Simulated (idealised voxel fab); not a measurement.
process module | voxel air gaps
cross-section cut | 285 nm wide | cells 5 nm
A cross-section is a grid of square cells, given in bands from the top down. A band is one or more rows of cells.
Each band's line starts with the height of the band's top and of its bottom, in nm. Then come its materials from left to right, each with its width in nm. One material with "throughout" fills the band from edge to edge. "air" is empty space.
Height 0 is the level under which the wafer as received is all one material. The lowest band goes on downwards, as in "0 down".
A width such as "30 to 40" changes by the same amount from each row of cells to the next, from the band's top row to its bottom row.
"no change" after a step means that no cell of the cross-section changed.
closed voids: empty space of 8 cells or more with no open way to the top, each as width x height at its distance from the left edge, in nm
after a step's settings: what the simulator itself notes on the step
overlay nm, on a step with a mask: how far to the right of its planned place the mask lay; to the left if negative
plan
1 op RECEIVE | material Si
2 op CONFORMAL_DEP | material SiO2 | thk nm 10
3 op CONFORMAL_DEP | material SiN | thk nm 5
4 op DIRECTIONAL_DEP | material SiO2 | thk nm 40
5 op DIRECTIONAL_DEP | material aC | thk nm 10
6 op PATTERN | tone open | mask id LINES | material resist | width nm 25 | pitch nm 50 | thk nm 30 | overlay nm 0
7 op DIRECTIONAL_ETCH | etch materials aC | depth nm 10
8 op STRIP | etch materials resist
9 op DIRECTIONAL_ETCH | etch materials SiO2 | depth nm 40
10 op STRIP | etch materials aC
11 op CONFORMAL_DEP | material TiN | thk nm 5
12 op FILL_DEP | material W | thk nm 10
13 op CMP | height nm 55
14 op EPI | material Ru | thk nm 10
15 op SELECTIVE_ETCH | etch materials SiO2 | depth nm 50
16 op CONFORMAL_DEP | material SiN | thk nm 5
as received, after step 1
  0 down: Si throughout
  closed voids: none
a wafer at the end: this start, this plan, one mistake
  70 to 65: air 70 | SiN 45 | air 5 | SiN 45 | air 5 | SiN 45 | air 70
  65 to 55: air 70 | SiN 5 | Ru 35 | SiN 5 | air 5 | SiN 5 | Ru 35 | SiN 5 | air 5 | SiN 5 | Ru 35 | SiN 5 | air 70
  55 to 50: air 70 | SiN 15 | TiN 5 | W 5 | TiN 5 | SiN 15 | air 5 | SiN 15 | TiN 5 | W 5 | TiN 5 | SiN 15 | air 5 | SiN 15 | TiN 5 | W 5 | TiN 5 | SiN 15 | air 70
  50 to 20: air 80 | SiN 5 | TiN 5 | W 5 | TiN 5 | SiN 5 | air 25 | SiN 5 | TiN 5 | W 5 | TiN 5 | SiN 5 | air 25 | SiN 5 | TiN 5 | W 5 | TiN 5 | SiN 5 | air 80
  20 to 15: SiN 85 | TiN 15 | SiN 35 | TiN 15 | SiN 35 | TiN 15 | SiN 85
  15 to 10: SiN throughout
  10 to 0: SiO2 throughout
  0 down: Si throughout
  closed voids: none
what went wrong: step 6 ran as: op PATTERN | tone open | mask id LINES | material resist | width nm 15 | pitch nm 50 | thk nm 30 | overlay nm 0
